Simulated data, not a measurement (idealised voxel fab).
The document below concerns the process module designated voxel air gaps.
We display cut, a cross-section 285 nm in width whose square cells are each 5 nm.
Reading order for cross-sections: top band down to bottom band. Underlying form: a grid of square cells. Band size: one or more rows of cells. Top, bottom (nm), then materials left to right with widths (nm); lone material tagged "throughout" fills the whole band edge to edge; "empty" = empty space. The level at which height equals 0 is the one under which the wafer, as it arrives, is entirely one material. No lower edge exists for the bottom band, which continues downward and is notated as in "0 -> down". It should be noted that a width expressed as "30 to 40" varies in equal increments from row to row of cells within the band, taking the value of the first number at the top row and that of the second number at the bottom row. Reading "nothing changed" for a step: not a cell of the cross-section changed in it. The list in "Entrapped voids" covers empty spaces of 8 cells or more that cannot reach the top through any open way, and it gives each as width x height at distance; the distance is from the left edge, and width, height and distance are in nm. Text after the settings on a step's line: the simulator's own remark on that step. overlay nm: right-of-plan distance of the mask on a masked step; negative values mean left-of-plan. What follows is a series of pairs. Each pair shows a cross-section before one process step and the cross-section after it, and the after view is drawn only down to the lowest band that changed. Beneath each pair is the step that lies between the two, with its settings. Pairs may come from different runs of this module on the same starting wafer, so a pair continues from the one above it only where its entry headed "Snapshot before" says so.
### Snapshot before
  0 -> down = Si throughout
  Entrapped voids: none
### Resulting Cross-Section
  15 -> 0 = SiO2 throughout
  Heights below 0 show no change.
  Entrapped voids: none
The before and after cross-sections above differ by one step: op CONFORMAL_DEP | material SiO2 | thk nm 15
Snapshot before: equal to the after panel directly above.
### Resulting Cross-Section
  20 -> 15 = SiN throughout
  Heights below 15 show no change.
  Entrapped voids: none
The before and after cross-sections above differ by one step: op CONFORMAL_DEP | material SiN | thk nm 5
Snapshot before: equal to the after panel directly above.
### Resulting Cross-Section
  50 -> 20 = lowk throughout
  Heights below 20 show no change.
  Entrapped voids: none
The before and after cross-sections above differ by one step: op DIRECTIONAL_DEP | material lowk | thk nm 30
Snapshot before: equal to the after panel directly above.
### Resulting Cross-Section
  50 -> 20 = 55 lowk / 20 empty / 30 lowk / 20 empty / 30 lowk / 20 empty / 30 lowk / 20 empty / 60 lowk
  Heights below 20 show no change.
  Entrapped voids: none
The before and after cross-sections above differ by one step: op MASKED_ETCH | tone open | mask id LINES | width nm 20 | pitch nm 50 | etch materials lowk | depth nm 30 | overlay nm 0
Snapshot before: equal to the after panel directly above.
### Resulting Cross-Section
  55 -> 50 = 60 TiN / 10 empty / 40 TiN / 10 empty / 40 TiN / 10 empty / 40 TiN / 10 empty / 65 TiN
  50 -> 25 = 55 lowk / 5 TiN / 10 empty / 5 TiN / 30 lowk / 5 TiN / 10 empty / 5 TiN / 30 lowk / 5 TiN / 10 empty / 5 TiN / 30 lowk / 5 TiN / 10 empty / 5 TiN / 60 lowk
  25 -> 20 = 55 lowk / 20 TiN / 30 lowk / 20 TiN / 30 lowk / 20 TiN / 30 lowk / 20 TiN / 60 lowk
  Heights below 20 show no change.
  Entrapped voids: none
The before and after cross-sections above differ by one step: op CONFORMAL_DEP | material TiN | thk nm 5
Snapshot before: equal to the after panel directly above.
### Resulting Cross-Section
  65 -> 55 = Cu throughout
  55 -> 50 = 60 TiN / 10 Cu / 40 TiN / 10 Cu / 40 TiN / 10 Cu / 40 TiN / 10 Cu / 65 TiN
  50 -> 25 = 55 lowk / 5 TiN / 10 Cu / 5 TiN / 30 lowk / 5 TiN / 10 Cu / 5 TiN / 30 lowk / 5 TiN / 10 Cu / 5 TiN / 30 lowk / 5 TiN / 10 Cu / 5 TiN / 60 lowk
  Heights below 25 show no change.
  Entrapped voids: none
The before and after cross-sections above differ by one step: op FILL_DEP | material Cu | thk nm 10
Snapshot before: equal to the after panel directly above.
### Resulting Cross-Section
  50 -> 25 = 55 lowk / 5 TiN / 10 Cu / 5 TiN / 30 lowk / 5 TiN / 10 Cu / 5 TiN / 30 lowk / 5 TiN / 10 Cu / 5 TiN / 30 lowk / 5 TiN / 10 Cu / 5 TiN / 60 lowk
  Heights below 25 show no change.
  Entrapped voids: none
The before and after cross-sections above differ by one step: op CMP | height nm 50
Snapshot before: equal to the after panel directly above.
### Resulting Cross-Section
  60 -> 50 = 45 empty / 40 Ru / 10 empty / 40 Ru / 10 empty / 40 Ru / 10 empty / 40 Ru / 50 empty
  Heights below 50 show no change.
  Entrapped voids: none
The before and after cross-sections above differ by one step: op EPI | material Ru | thk nm 10
Snapshot before: equal to the after panel directly above.
### Resulting Cross-Section
  60 -> 50 = 45 empty / 40 Ru / 10 empty / 40 Ru / 10 empty / 40 Ru / 10 empty / 40 Ru / 50 empty
  50 -> 25 = 55 empty / 5 TiN / 10 Cu / 5 TiN / 30 empty / 5 TiN / 10 Cu / 5 TiN / 30 empty / 5 TiN / 10 Cu / 5 TiN / 30 empty / 5 TiN / 10 Cu / 5 TiN / 60 empty
  25 -> 20 = 55 empty / 20 TiN / 30 empty / 20 TiN / 30 empty / 20 TiN / 30 empty / 20 TiN / 60 empty
  Heights below 20 show no change.
  Entrapped voids: none
The before and after cross-sections above differ by one step: op SELECTIVE_ETCH | etch materials lowk | depth nm 40
Snapshot before: equal to the after panel directly above.
### Resulting Cross-Section
  65 -> 60 = 40 empty / 200 SiN / 45 empty
  60 -> 50 = 40 empty / 5 SiN / 40 Ru / 10 SiN / 40 Ru / 10 SiN / 40 Ru / 10 SiN / 40 Ru / 5 SiN / 45 empty
  50 -> 45 = 40 empty / 15 SiN / 5 TiN / 10 Cu / 5 TiN / 30 SiN / 5 TiN / 10 Cu / 5 TiN / 30 SiN / 5 TiN / 10 Cu / 5 TiN / 30 SiN / 5 TiN / 10 Cu / 5 TiN / 15 SiN / 45 empty
  45 -> 25 = 50 empty / 5 SiN / 5 TiN / 10 Cu / 5 TiN / 5 SiN / 20 empty / 5 SiN / 5 TiN / 10 Cu / 5 TiN / 5 SiN / 20 empty / 5 SiN / 5 TiN / 10 Cu / 5 TiN / 5 SiN / 20 empty / 5 SiN / 5 TiN / 10 Cu / 5 TiN / 5 SiN / 55 empty
  25 -> 20 = 55 SiN / 20 TiN / 30 SiN / 20 TiN / 30 SiN / 20 TiN / 30 SiN / 20 TiN / 60 SiN
  Heights below 20 show no change.
  Entrapped voids: 20 x 20 at 80; 20 x 20 at 130; 20 x 20 at 180
The before and after cross-sections above differ by one step: op CONFORMAL_DEP | material SiN | thk nm 5
### Snapshot before
  65 -> 55 = Cu throughout
  55 -> 50 = 60 TiN / 10 Cu / 40 TiN / 10 Cu / 40 TiN / 10 Cu / 40 TiN / 10 Cu / 65 TiN
  50 -> 25 = 55 lowk / 5 TiN / 10 Cu / 5 TiN / 30 lowk / 5 TiN / 10 Cu / 5 TiN / 30 lowk / 5 TiN / 10 Cu / 5 TiN / 30 lowk / 5 TiN / 10 Cu / 5 TiN / 60 lowk
  25 -> 20 = 55 lowk / 20 TiN / 30 lowk / 20 TiN / 30 lowk / 20 TiN / 30 lowk / 20 TiN / 60 lowk
  20 -> 15 = SiN throughout
  15 -> 0 = SiO2 throughout
  0 -> down = Si throughout
  Entrapped voids: none
### Resulting Cross-Section
  75 -> 65 = Ru throughout
  Heights below 65 show no change.
  Entrapped voids: none
The before and after cross-sections above differ by one step: op EPI | material Ru | thk nm 10
Snapshot before: equal to the after panel directly above.
### Resulting Cross-Section
  80 -> 75 = SiN throughout
  Heights below 75 show no change.
  Entrapped voids: none
The before and after cross-sections above differ by one step: op CONFORMAL_DEP | material SiN | thk nm 5
### Snapshot before
  60 -> 50 = 45 empty / 40 Ru / 10 empty / 40 Ru / 10 empty / 40 Ru / 10 empty / 40 Ru / 50 empty
  50 -> 25 = 55 lowk / 5 TiN / 10 Cu / 5 TiN / 30 lowk / 5 TiN / 10 Cu / 5 TiN / 30 lowk / 5 TiN / 10 Cu / 5 TiN / 30 lowk / 5 TiN / 10 Cu / 5 TiN / 60 lowk
  25 -> 20 = 55 lowk / 20 TiN / 30 lowk / 20 TiN / 30 lowk / 20 TiN / 30 lowk / 20 TiN / 60 lowk
  20 -> 15 = SiN throughout
  15 -> 0 = SiO2 throughout
  0 -> down = Si throughout
  Entrapped voids: none
### Resulting Cross-Section
  70 -> 50 = 35 empty / 210 Ru / 40 empty
  Heights below 50 show no change.
  Entrapped voids: none
The before and after cross-sections above differ by one step: op EPI | material Ru | thk nm 10
Snapshot before: equal to the after panel directly above.
### Resulting Cross-Section
  70 -> 50 = 35 empty / 210 Ru / 40 empty
  50 -> 25 = 55 empty / 5 TiN / 10 Cu / 5 TiN / 30 lowk / 5 TiN / 10 Cu / 5 TiN / 30 lowk / 5 TiN / 10 Cu / 5 TiN / 30 lowk / 5 TiN / 10 Cu / 5 TiN / 60 empty
  25 -> 20 = 55 empty / 20 TiN / 30 lowk / 20 TiN / 30 lowk / 20 TiN / 30 lowk / 20 TiN / 60 empty
  Heights below 20 show no change.
  Entrapped voids: none
The before and after cross-sections above differ by one step: op SELECTIVE_ETCH | etch materials lowk | depth nm 40
Snapshot before: equal to the after panel directly above.
### Resulting Cross-Section
  75 -> 70 = 30 empty / 220 SiN / 35 empty
  70 -> 50 = 30 empty / 5 SiN / 210 Ru / 5 SiN / 35 empty
  50 -> 45 = 30 empty / 25 SiN / 5 TiN / 10 Cu / 5 TiN / 30 lowk / 5 TiN / 10 Cu / 5 TiN / 30 lowk / 5 TiN / 10 Cu / 5 TiN / 30 lowk / 5 TiN / 10 Cu / 5 TiN / 25 SiN / 35 empty
  45 -> 25 = 50 empty / 5 SiN / 5 TiN / 10 Cu / 5 TiN / 30 lowk / 5 TiN / 10 Cu / 5 TiN / 30 lowk / 5 TiN / 10 Cu / 5 TiN / 30 lowk / 5 TiN / 10 Cu / 5 TiN / 5 SiN / 55 empty
  25 -> 20 = 55 SiN / 20 TiN / 30 lowk / 20 TiN / 30 lowk / 20 TiN / 30 lowk / 20 TiN / 60 SiN
  Heights below 20 show no change.
  Entrapped voids: none
The before and after cross-sections above differ by one step: op CONFORMAL_DEP | material SiN | thk nm 5
### Snapshot before
  15 -> 0 = SiO2 throughout
  0 -> down = Si throughout
  Entrapped voids: none
### Resulting Cross-Section
  45 -> 15 = lowk throughout
  Heights below 15 show no change.
  Entrapped voids: none
The before and after cross-sections above differ by one step: op DIRECTIONAL_DEP | material lowk | thk nm 30
Snapshot before: equal to the after panel directly above.
### Resulting Cross-Section
  50 -> 45 = SiN throughout
  Heights below 45 show no change.
  Entrapped voids: none
The before and after cross-sections above differ by one step: op CONFORMAL_DEP | material SiN | thk nm 5
Snapshot before: equal to the after panel directly above.
### Resulting Cross-Section
  55 -> 50 = TiN throughout
  Heights below 50 show no change.
  Entrapped voids: none
The before and after cross-sections above differ by one step: op CONFORMAL_DEP | material TiN | thk nm 5
Snapshot before: equal to the after panel directly above.
### Resulting Cross-Section
  65 -> 55 = Cu throughout
  Heights below 55 show no change.
  Entrapped voids: none
The before and after cross-sections above differ by one step: op FILL_DEP | material Cu | thk nm 10
Snapshot before: equal to the after panel directly above.
### Resulting Cross-Section
  50 -> 45 = SiN throughout
  Heights below 45 show no change.
  Entrapped voids: none
The before and after cross-sections above differ by one step: op CMP | height nm 50
Snapshot before: equal to the after panel directly above.
### Resulting Cross-Section
  55 -> 45 = SiN throughout
  Heights below 45 show no change.
  Entrapped voids: none
The before and after cross-sections above differ by one step: op CONFORMAL_DEP | material SiN | thk nm 5
### Snapshot before
  65 -> 55 = Cu throughout
  55 -> 50 = 60 TiN / 10 Cu / 40 TiN / 10 Cu / 40 TiN / 10 Cu / 40 TiN / 10 Cu / 65 TiN
  50 -> 25 = 55 lowk / 5 TiN / 10 Cu / 5 TiN / 30 lowk / 5 TiN / 10 Cu / 5 TiN / 30 lowk / 5 TiN / 10 Cu / 5 TiN / 30 lowk / 5 TiN / 10 Cu / 5 TiN / 60 lowk
  25 -> 20 = 55 lowk / 20 TiN / 30 lowk / 20 TiN / 30 lowk / 20 TiN / 30 lowk / 20 TiN / 60 lowk
  20 -> 15 = SiN throughout
  15 -> 0 = SiO2 throughout
  0 -> down = Si throughout
  Entrapped voids: none
### Resulting Cross-Section
  55 -> 50 = 60 TiN / 10 Cu / 40 TiN / 10 Cu / 40 TiN / 10 Cu / 40 TiN / 10 Cu / 65 TiN
  Heights below 50 show no change.
  Entrapped voids: none
The before and after cross-sections above differ by one step: op CMP | height nm 55
Snapshot before: equal to the after panel directly above.
### Resulting Cross-Section
  65 -> 55 = Ru throughout
  Heights below 55 show no change.
  Entrapped voids: none
The before and after cross-sections above differ by one step: op EPI | material Ru | thk nm 10
Snapshot before: equal to the after panel directly above.
### Resulting Cross-Section
  70 -> 65 = SiN throughout
  Heights below 65 show no change.
  Entrapped voids: none
The before and after cross-sections above differ by one step: op CONFORMAL_DEP | material SiN | thk nm 5
### Snapshot before
  50 -> 20 = lowk throughout
  20 -> 15 = SiN throughout
  15 -> 0 = SiO2 throughout
  0 -> down = Si throughout
  Entrapped voids: none
### Resulting Cross-Section
  50 -> 20 = 60 lowk / 15 empty / 35 lowk / 15 empty / 35 lowk / 15 empty / 35 lowk / 15 empty / 60 lowk
  Heights below 20 show no change.
  Entrapped voids: none
The before and after cross-sections above differ by one step: op MASKED_ETCH | tone open | mask id LINES | width nm 15 | pitch nm 50 | etch materials lowk | depth nm 30 | overlay nm 0
Snapshot before: equal to the after panel directly above.
### Resulting Cross-Section
  55 -> 50 = 65 TiN / 5 empty / 45 TiN / 5 empty / 45 TiN / 5 empty / 45 TiN / 5 empty / 65 TiN
  50 -> 25 = 60 lowk / 5 TiN / 5 empty / 5 TiN / 35 lowk / 5 TiN / 5 empty / 5 TiN / 35 lowk / 5 TiN / 5 empty / 5 TiN / 35 lowk / 5 TiN / 5 empty / 5 TiN / 60 lowk
  25 -> 20 = 60 lowk / 15 TiN / 35 lowk / 15 TiN / 35 lowk / 15 TiN / 35 lowk / 15 TiN / 60 lowk
  Heights below 20 show no change.
  Entrapped voids: none
The before and after cross-sections above differ by one step: op CONFORMAL_DEP | material TiN | thk nm 5
Snapshot before: equal to the after panel directly above.
### Resulting Cross-Section
  65 -> 55 = Cu throughout
  55 -> 50 = 65 TiN / 5 Cu / 45 TiN / 5 Cu / 45 TiN / 5 Cu / 45 TiN / 5 Cu / 65 TiN
  50 -> 25 = 60 lowk / 5 TiN / 5 Cu / 5 TiN / 35 lowk / 5 TiN / 5 Cu / 5 TiN / 35 lowk / 5 TiN / 5 Cu / 5 TiN / 35 lowk / 5 TiN / 5 Cu / 5 TiN / 60 lowk
  Heights below 25 show no change.
  Entrapped voids: none
The before and after cross-sections above differ by one step: op FILL_DEP | material Cu | thk nm 10
Snapshot before: equal to the after panel directly above.
### Resulting Cross-Section
  50 -> 25 = 60 lowk / 5 TiN / 5 Cu / 5 TiN / 35 lowk / 5 TiN / 5 Cu / 5 TiN / 35 lowk / 5 TiN / 5 Cu / 5 TiN / 35 lowk / 5 TiN / 5 Cu / 5 TiN / 60 lowk
  Heights below 25 show no change.
  Entrapped voids: none
The before and after cross-sections above differ by one step: op CMP | height nm 50
Snapshot before: equal to the after panel directly above.
### Resulting Cross-Section
  60 -> 50 = 50 empty / 35 Ru / 15 empty / 35 Ru / 15 empty / 35 Ru / 15 empty / 35 Ru / 50 empty
  Heights below 50 show no change.
  Entrapped voids: none
The before and after cross-sections above differ by one step: op EPI | material Ru | thk nm 10
Snapshot before: equal to the after panel directly above.
### Resulting Cross-Section
  60 -> 50 = 50 empty / 35 Ru / 15 empty / 35 Ru / 15 empty / 35 Ru / 15 empty / 35 Ru / 50 empty
  50 -> 25 = 60 empty / 5 TiN / 5 Cu / 5 TiN / 35 empty / 5 TiN / 5 Cu / 5 TiN / 35 empty / 5 TiN / 5 Cu / 5 TiN / 35 empty / 5 TiN / 5 Cu / 5 TiN / 60 empty
  25 -> 20 = 60 empty / 15 TiN / 35 empty / 15 TiN / 35 empty / 15 TiN / 35 empty / 15 TiN / 60 empty
  Heights below 20 show no change.
  Entrapped voids: none
The before and after cross-sections above differ by one step: op SELECTIVE_ETCH | etch materials lowk | depth nm 40
Snapshot before: equal to the after panel directly above.
### Resulting Cross-Section
  65 -> 60 = 45 empty / 45 SiN / 5 empty / 45 SiN / 5 empty / 45 SiN / 5 empty / 45 SiN / 45 empty
  60 -> 50 = 45 empty / 5 SiN / 35 Ru / 5 SiN / 5 empty / 5 SiN / 35 Ru / 5 SiN / 5 empty / 5 SiN / 35 Ru / 5 SiN / 5 empty / 5 SiN / 35 Ru / 5 SiN / 45 empty
  50 -> 45 = 45 empty / 15 SiN / 5 TiN / 5 Cu / 5 TiN / 15 SiN / 5 empty / 15 SiN / 5 TiN / 5 Cu / 5 TiN / 15 SiN / 5 empty / 15 SiN / 5 TiN / 5 Cu / 5 TiN / 15 SiN / 5 empty / 15 SiN / 5 TiN / 5 Cu / 5 TiN / 15 SiN / 45 empty
  45 -> 25 = 55 empty / 5 SiN / 5 TiN / 5 Cu / 5 TiN / 5 SiN / 25 empty / 5 SiN / 5 TiN / 5 Cu / 5 TiN / 5 SiN / 25 empty / 5 SiN / 5 TiN / 5 Cu / 5 TiN / 5 SiN / 25 empty / 5 SiN / 5 TiN / 5 Cu / 5 TiN / 5 SiN / 55 empty
  25 -> 20 = 60 SiN / 15 TiN / 35 SiN / 15 TiN / 35 SiN / 15 TiN / 35 SiN / 15 TiN / 60 SiN
  Heights below 20 show no change.
  Entrapped voids: none
The before and after cross-sections above differ by one step: op CONFORMAL_DEP | material SiN | thk nm 5
### Snapshot before
  50 -> 20 = lowk throughout
  20 -> 15 = SiN throughout
  15 -> 0 = SiO2 throughout
  0 -> down = Si throughout
  Entrapped voids: none
### Resulting Cross-Section
  50 -> 20 = 45 lowk / 20 empty / 30 lowk / 20 empty / 30 lowk / 20 empty / 30 lowk / 20 empty / 70 lowk
  Heights below 20 show no change.
  Entrapped voids: none
The before and after cross-sections above differ by one step: op MASKED_ETCH | tone open | mask id LINES | width nm 20 | pitch nm 50 | etch materials lowk | depth nm 30 | overlay nm -10
Snapshot before: equal to the after panel directly above.
### Resulting Cross-Section
  55 -> 50 = 50 TiN / 10 empty / 40 TiN / 10 empty / 40 TiN / 10 empty / 40 TiN / 10 empty / 75 TiN
  50 -> 25 = 45 lowk / 5 TiN / 10 empty / 5 TiN / 30 lowk / 5 TiN / 10 empty / 5 TiN / 30 lowk / 5 TiN / 10 empty / 5 TiN / 30 lowk / 5 TiN / 10 empty / 5 TiN / 70 lowk
  25 -> 20 = 45 lowk / 20 TiN / 30 lowk / 20 TiN / 30 lowk / 20 TiN / 30 lowk / 20 TiN / 70 lowk
  Heights below 20 show no change.
  Entrapped voids: none
The before and after cross-sections above differ by one step: op CONFORMAL_DEP | material TiN | thk nm 5
Snapshot before: equal to the after panel directly above.
### Resulting Cross-Section
  65 -> 55 = Cu throughout
  55 -> 50 = 50 TiN / 10 Cu / 40 TiN / 10 Cu / 40 TiN / 10 Cu / 40 TiN / 10 Cu / 75 TiN
  50 -> 25 = 45 lowk / 5 TiN / 10 Cu / 5 TiN / 30 lowk / 5 TiN / 10 Cu / 5 TiN / 30 lowk / 5 TiN / 10 Cu / 5 TiN / 30 lowk / 5 TiN / 10 Cu / 5 TiN / 70 lowk
  Heights below 25 show no change.
  Entrapped voids: none
The before and after cross-sections above differ by one step: op FILL_DEP | material Cu | thk nm 10
Snapshot before: equal to the after panel directly above.
### Resulting Cross-Section
  50 -> 25 = 45 lowk / 5 TiN / 10 Cu / 5 TiN / 30 lowk / 5 TiN / 10 Cu / 5 TiN / 30 lowk / 5 TiN / 10 Cu / 5 TiN / 30 lowk / 5 TiN / 10 Cu / 5 TiN / 70 lowk
  Heights below 25 show no change.
  Entrapped voids: none
The before and after cross-sections above differ by one step: op CMP | height nm 50
Snapshot before: equal to the after panel directly above.
### Resulting Cross-Section
  60 -> 50 = 35 empty / 40 Ru / 10 empty / 40 Ru / 10 empty / 40 Ru / 10 empty / 40 Ru / 60 empty
  Heights below 50 show no change.
  Entrapped voids: none
The before and after cross-sections above differ by one step: op EPI | material Ru | thk nm 10
Snapshot before: equal to the after panel directly above.
### Resulting Cross-Section
  60 -> 50 = 35 empty / 40 Ru / 10 empty / 40 Ru / 10 empty / 40 Ru / 10 empty / 40 Ru / 60 empty
  50 -> 25 = 45 empty / 5 TiN / 10 Cu / 5 TiN / 30 empty / 5 TiN / 10 Cu / 5 TiN / 30 empty / 5 TiN / 10 Cu / 5 TiN / 30 empty / 5 TiN / 10 Cu / 5 TiN / 70 empty
  25 -> 20 = 45 empty / 20 TiN / 30 empty / 20 TiN / 30 empty / 20 TiN / 30 empty / 20 TiN / 70 empty
  Heights below 20 show no change.
  Entrapped voids: none
The before and after cross-sections above differ by one step: op SELECTIVE_ETCH | etch materials lowk | depth nm 40
Snapshot before: equal to the after panel directly above.
### Resulting Cross-Section
  65 -> 60 = 30 empty / 200 SiN / 55 empty
  60 -> 50 = 30 empty / 5 SiN / 40 Ru / 10 SiN / 40 Ru / 10 SiN / 40 Ru / 10 SiN / 40 Ru / 5 SiN / 55 empty
  50 -> 45 = 30 empty / 15 SiN / 5 TiN / 10 Cu / 5 TiN / 30 SiN / 5 TiN / 10 Cu / 5 TiN / 30 SiN / 5 TiN / 10 Cu / 5 TiN / 30 SiN / 5 TiN / 10 Cu / 5 TiN / 15 SiN / 55 empty
  45 -> 25 = 40 empty / 5 SiN / 5 TiN / 10 Cu / 5 TiN / 5 SiN / 20 empty / 5 SiN / 5 TiN / 10 Cu / 5 TiN / 5 SiN / 20 empty / 5 SiN / 5 TiN / 10 Cu / 5 TiN / 5 SiN / 20 empty / 5 SiN / 5 TiN / 10 Cu / 5 TiN / 5 SiN / 65 empty
  25 -> 20 = 45 SiN / 20 TiN / 30 SiN / 20 TiN / 30 SiN / 20 TiN / 30 SiN / 20 TiN / 70 SiN
  Heights below 20 show no change.
  Entrapped voids: 20 x 20 at 70; 20 x 20 at 120; 20 x 20 at 170
The before and after cross-sections above differ by one step: op CONFORMAL_DEP | material SiN | thk nm 5
### Snapshot before
  15 -> 0 = SiO2 throughout
  0 -> down = Si throughout
  Entrapped voids: none
### Resulting Cross-Section
  20 -> 15 = Ru throughout
  Heights below 15 show no change.
  Entrapped voids: none
The before and after cross-sections above differ by one step: op CONFORMAL_DEP | material Ru | thk nm 5
Snapshot before: equal to the after panel directly above.
### Resulting Cross-Section
  50 -> 20 = lowk throughout
  Heights below 20 show no change.
  Entrapped voids: none
The before and after cross-sections above differ by one step: op DIRECTIONAL_DEP | material lowk | thk nm 30
Snapshot before: equal to the after panel directly above.
### Resulting Cross-Section
  50 -> 20 = 55 lowk / 20 empty / 30 lowk / 20 empty / 30 lowk / 20 empty / 30 lowk / 20 empty / 60 lowk
  Heights below 20 show no change.
  Entrapped voids: none
The before and after cross-sections above differ by one step: op MASKED_ETCH | tone open | mask id LINES | width nm 20 | pitch nm 50 | etch materials lowk | depth nm 30 | overlay nm 0
Snapshot before: equal to the after panel directly above.
### Resulting Cross-Section
  55 -> 50 = 60 TiN / 10 empty / 40 TiN / 10 empty / 40 TiN / 10 empty / 40 TiN / 10 empty / 65 TiN
  50 -> 25 = 55 lowk / 5 TiN / 10 empty / 5 TiN / 30 lowk / 5 TiN / 10 empty / 5 TiN / 30 lowk / 5 TiN / 10 empty / 5 TiN / 30 lowk / 5 TiN / 10 empty / 5 TiN / 60 lowk
  25 -> 20 = 55 lowk / 20 TiN / 30 lowk / 20 TiN / 30 lowk / 20 TiN / 30 lowk / 20 TiN / 60 lowk
  Heights below 20 show no change.
  Entrapped voids: none
The before and after cross-sections above differ by one step: op CONFORMAL_DEP | material TiN | thk nm 5
Snapshot before: equal to the after panel directly above.
### Resulting Cross-Section
  65 -> 55 = Cu throughout
  55 -> 50 = 60 TiN / 10 Cu / 40 TiN / 10 Cu / 40 TiN / 10 Cu / 40 TiN / 10 Cu / 65 TiN
  50 -> 25 = 55 lowk / 5 TiN / 10 Cu / 5 TiN / 30 lowk / 5 TiN / 10 Cu / 5 TiN / 30 lowk / 5 TiN / 10 Cu / 5 TiN / 30 lowk / 5 TiN / 10 Cu / 5 TiN / 60 lowk
  Heights below 25 show no change.
  Entrapped voids: none
The before and after cross-sections above differ by one step: op FILL_DEP | material Cu | thk nm 10
Snapshot before: equal to the after panel directly above.
### Resulting Cross-Section
  50 -> 25 = 55 lowk / 5 TiN / 10 Cu / 5 TiN / 30 lowk / 5 TiN / 10 Cu / 5 TiN / 30 lowk / 5 TiN / 10 Cu / 5 TiN / 30 lowk / 5 TiN / 10 Cu / 5 TiN / 60 lowk
  Heights below 25 show no change.
  Entrapped voids: none
The before and after cross-sections above differ by one step: op CMP | height nm 50
Snapshot before: equal to the after panel directly above.
### Resulting Cross-Section
  60 -> 50 = 45 empty / 40 Ru / 10 empty / 40 Ru / 10 empty / 40 Ru / 10 empty / 40 Ru / 50 empty
  Heights below 50 show no change.
  Entrapped voids: none
The before and after cross-sections above differ by one step: op EPI | material Ru | thk nm 10
Snapshot before: equal to the after panel directly above.
### Resulting Cross-Section
  60 -> 50 = 45 empty / 40 Ru / 10 empty / 40 Ru / 10 empty / 40 Ru / 10 empty / 40 Ru / 50 empty
  50 -> 25 = 55 empty / 5 TiN / 10 Cu / 5 TiN / 30 empty / 5 TiN / 10 Cu / 5 TiN / 30 empty / 5 TiN / 10 Cu / 5 TiN / 30 empty / 5 TiN / 10 Cu / 5 TiN / 60 empty
  25 -> 20 = 55 empty / 20 TiN / 30 empty / 20 TiN / 30 empty / 20 TiN / 30 empty / 20 TiN / 60 empty
  Heights below 20 show no change.
  Entrapped voids: none
The before and after cross-sections above differ by one step: op SELECTIVE_ETCH | etch materials lowk | depth nm 40
Snapshot before: equal to the after panel directly above.
### Resulting Cross-Section
  65 -> 60 = 40 empty / 200 SiN / 45 empty
  60 -> 50 = 40 empty / 5 SiN / 40 Ru / 10 SiN / 40 Ru / 10 SiN / 40 Ru / 10 SiN / 40 Ru / 5 SiN / 45 empty
  50 -> 45 = 40 empty / 15 SiN / 5 TiN / 10 Cu / 5 TiN / 30 SiN / 5 TiN / 10 Cu / 5 TiN / 30 SiN / 5 TiN / 10 Cu / 5 TiN / 30 SiN / 5 TiN / 10 Cu / 5 TiN / 15 SiN / 45 empty
  45 -> 25 = 50 empty / 5 SiN / 5 TiN / 10 Cu / 5 TiN / 5 SiN / 20 empty / 5 SiN / 5 TiN / 10 Cu / 5 TiN / 5 SiN / 20 empty / 5 SiN / 5 TiN / 10 Cu / 5 TiN / 5 SiN / 20 empty / 5 SiN / 5 TiN / 10 Cu / 5 TiN / 5 SiN / 55 empty
  25 -> 20 = 55 SiN / 20 TiN / 30 SiN / 20 TiN / 30 SiN / 20 TiN / 30 SiN / 20 TiN / 60 SiN
  Heights below 20 show no change.
  Entrapped voids: 20 x 20 at 80; 20 x 20 at 130; 20 x 20 at 180
The before and after cross-sections above differ by one step: op CONFORMAL_DEP | material SiN | thk nm 5
### Snapshot before
  50 -> 20 = lowk throughout
  20 -> 15 = SiN throughout
  15 -> 0 = SiO2 throughout
  0 -> down = Si throughout
  Entrapped voids: none
### Resulting Cross-Section
  50 -> 20 = 55 empty / 20 lowk / 30 empty / 20 lowk / 30 empty / 20 lowk / 30 empty / 20 lowk / 60 empty
  Heights below 20 show no change.
  Entrapped voids: none
The before and after cross-sections above differ by one step: op MASKED_ETCH | tone cover | mask id LINES | width nm 20 | pitch nm 50 | etch materials lowk | depth nm 30 | overlay nm 0
Snapshot before: equal to the after panel directly above.
### Resulting Cross-Section
  55 -> 50 = 50 empty / 30 TiN / 20 empty / 30 TiN / 20 empty / 30 TiN / 20 empty / 30 TiN / 55 empty
  50 -> 25 = 50 empty / 5 TiN / 20 lowk / 5 TiN / 20 empty / 5 TiN / 20 lowk / 5 TiN / 20 empty / 5 TiN / 20 lowk / 5 TiN / 20 empty / 5 TiN / 20 lowk / 5 TiN / 55 empty
  25 -> 20 = 55 TiN / 20 lowk / 30 TiN / 20 lowk / 30 TiN / 20 lowk / 30 TiN / 20 lowk / 60 TiN
  Heights below 20 show no change.
  Entrapped voids: none
The before and after cross-sections above differ by one step: op CONFORMAL_DEP | material TiN | thk nm 5
Snapshot before: equal to the after panel directly above.
### Resulting Cross-Section
  65 -> 55 = Cu throughout
  55 -> 50 = 50 Cu / 30 TiN / 20 Cu / 30 TiN / 20 Cu / 30 TiN / 20 Cu / 30 TiN / 55 Cu
  50 -> 25 = 50 Cu / 5 TiN / 20 lowk / 5 TiN / 20 Cu / 5 TiN / 20 lowk / 5 TiN / 20 Cu / 5 TiN / 20 lowk / 5 TiN / 20 Cu / 5 TiN / 20 lowk / 5 TiN / 55 Cu
  Heights below 25 show no change.
  Entrapped voids: none
The before and after cross-sections above differ by one step: op FILL_DEP | material Cu | thk nm 10
Snapshot before: equal to the after panel directly above.
### Resulting Cross-Section
  50 -> 25 = 50 Cu / 5 TiN / 20 lowk / 5 TiN / 20 Cu / 5 TiN / 20 lowk / 5 TiN / 20 Cu / 5 TiN / 20 lowk / 5 TiN / 20 Cu / 5 TiN / 20 lowk / 5 TiN / 55 Cu
  Heights below 25 show no change.
  Entrapped voids: none
The before and after cross-sections above differ by one step: op CMP | height nm 50
Snapshot before: equal to the after panel directly above.
### Resulting Cross-Section
  60 -> 50 = Ru throughout
  Heights below 50 show no change.
  Entrapped voids: none
The before and after cross-sections above differ by one step: op EPI | material Ru | thk nm 10
Snapshot before: equal to the after panel directly above.
### Resulting Cross-Section
  65 -> 60 = SiN throughout
  Heights below 60 show no change.
  Entrapped voids: none
The before and after cross-sections above differ by one step: op CONFORMAL_DEP | material SiN | thk nm 5
